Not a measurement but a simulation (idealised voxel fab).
Presented below is a process module, voxel wiring stack.
Each square cell in cross-section cut measures 5 nm, and the section as a whole is 245 nm wide.
Heads up, the way a cross-section reads in here is a grid of square cells, handed over as bands from the top down, with every band being one or more rows of cells. It is stipulated that each band's entry specify, in nanometres, the height of the top of the band and then that of its bottom, followed by the materials of the band in left-to-right sequence, each together with its width in nanometres. A single material marked by the word "all across" is understood to fill the band from edge to edge; the word "air" is understood to denote empty space. Height is counted from the level 0, under which the received wafer is composed throughout of one material. The lowest of the bands is not closed at the bottom but continues downward, in the notation "0 and below". Quick explanation for "30..40": the width changes in equal steps down the rows of cells, from the first number in the band's top row to the second number in its bottom row. It should be understood that the words "all unchanged", when stated for a given step, signify that the cross-section underwent no change in any of its cells during that step. Enclosed voids (no open way to top), threshold 8 cells or more, entry "Closed void register", notation width x height at distance, distance from left edge, nm. The remark found on a step's line after its settings is issued by the simulator itself and pertains to that step. Steps that use a mask can have "overlay nm" on their line. It says how far the mask sat to the right of where it was meant to be. Negative means to the left.

### The planned process steps are enumerated hereunder
step 1: RECEIVE, material Si
step 2: CONFORMAL_DEP, material SiO2, thk nm 10
step 3: CONFORMAL_DEP, material SiN, thk nm 5
step 4: DIRECTIONAL_DEP, material SiO2, thk nm 20
step 5: DIRECTIONAL_DEP, material aC, thk nm 10
step 6: PATTERN, tone open, mask id METAL_1, material resist, width nm 30, pitch nm 55, thk nm 25, overlay nm 0
step 7: DIRECTIONAL_ETCH, etch materials aC, depth nm 10
step 8: STRIP, etch materials resist
step 9: DIRECTIONAL_ETCH, etch materials SiO2, depth nm 20
step 10: DIRECTIONAL_ETCH, etch materials SiN, depth nm 5
step 11: STRIP, etch materials aC
step 12: CONFORMAL_DEP, material TiN, thk nm 5
step 13: FILL_DEP, material Ru, thk nm 5
step 14: CMP, height nm 35
step 15: CONFORMAL_DEP, material SiCN, thk nm 5
step 16: DIRECTIONAL_DEP, material SiO2, thk nm 5
step 17: PATTERN, tone open, mask id PLUG_1, material resist, width nm 15, pitch nm 55, thk nm 15, overlay nm 0
step 18: DIRECTIONAL_ETCH, etch materials SiO2, depth nm 10
step 19: DIRECTIONAL_ETCH, etch materials SiCN, depth nm 5
step 20: STRIP, etch materials resist
step 21: EPI, material Ru, thk nm 10
step 22: EPI, material Ru, thk nm 5
step 23: DIRECTIONAL_DEP, material TiN, thk nm 5
step 24: DIRECTIONAL_DEP, material W, thk nm 25
step 25: MASKED_ETCH, tone cover, mask id METAL_2, width nm 30, pitch nm 55, etch materials W, depth nm 25, overlay nm 0
step 26: MASKED_ETCH, tone cover, mask id METAL_2, width nm 30, pitch nm 55, etch materials TiN, depth nm 5, overlay nm 0
step 27: CONFORMAL_DEP, material SiN, thk nm 5
step 28: FILL_DEP, material lowk, thk nm 5
step 29: CMP, height nm 80
step 30: CONFORMAL_DEP, material SiCN, thk nm 5
step 31: DIRECTIONAL_DEP, material SiO2, thk nm 10
step 32: MASKED_ETCH, tone open, mask id PLUG_2, width nm 15, pitch nm 55, etch materials SiO2, depth nm 10, overlay nm 0
step 33: MASKED_ETCH, tone open, mask id PLUG_2, width nm 15, pitch nm 55, etch materials SiCN, depth nm 5, overlay nm 0
step 34: EPI, material Ru, thk nm 10
step 35: EPI, material Ru, thk nm 5
step 36: CONFORMAL_DEP, material SiCN, thk nm 5
step 37: DIRECTIONAL_DEP, material lowk, thk nm 25
step 38: MASKED_ETCH, tone open, mask id METAL_3, width nm 30, pitch nm 55, etch materials lowk, depth nm 25, overlay nm 0
step 39: MASKED_ETCH, tone open, mask id METAL_3, width nm 30, pitch nm 55, etch materials SiCN, depth nm 5, overlay nm 0
step 40: CONFORMAL_DEP, material TiN, thk nm 5
step 41: FILL_DEP, material W, thk nm 10
step 42: CMP, height nm 125
step 43: CONFORMAL_DEP, material SiCN, thk nm 5
The value of thk nm given for step 16 in the plan refers to the first wafer; the wafers vary in this setting and are alike at the start.

### Sectional view: first of several wafers, as received, after step 1
	0 and below | Si all across
	Closed void register: none

### The table below has one row for each wafer; a row shows, as of the end of the module, how many cells of each material the wafer has gained, marked (+), or lost, marked (-), since it was received, and then the wafer's closed voids
thk nm 5, +72 Ru, +172 SiCN, +102 SiN, +375 SiO2, +72 TiN, +100 W, +381 lowk, Closed void register: none
thk nm 10, +68 Ru, +172 SiCN, +94 SiN, +418 SiO2, +72 TiN, +100 W, +350 lowk, Closed void register: none
thk nm 15, +32 Ru, +190 SiCN, +96 SiN, +467 SiO2, +78 TiN, +94 W, +317 lowk, Closed void register: none
thk nm 20, +50 Ru, +178 SiCN, +86 SiN, +516 SiO2, +72 TiN, +88 W, +284 lowk, Closed void register: none
thk nm 25, +50 Ru, +178 SiCN, +82 SiN, +565 SiO2, +72 TiN, +76 W, +251 lowk, Closed void register: none
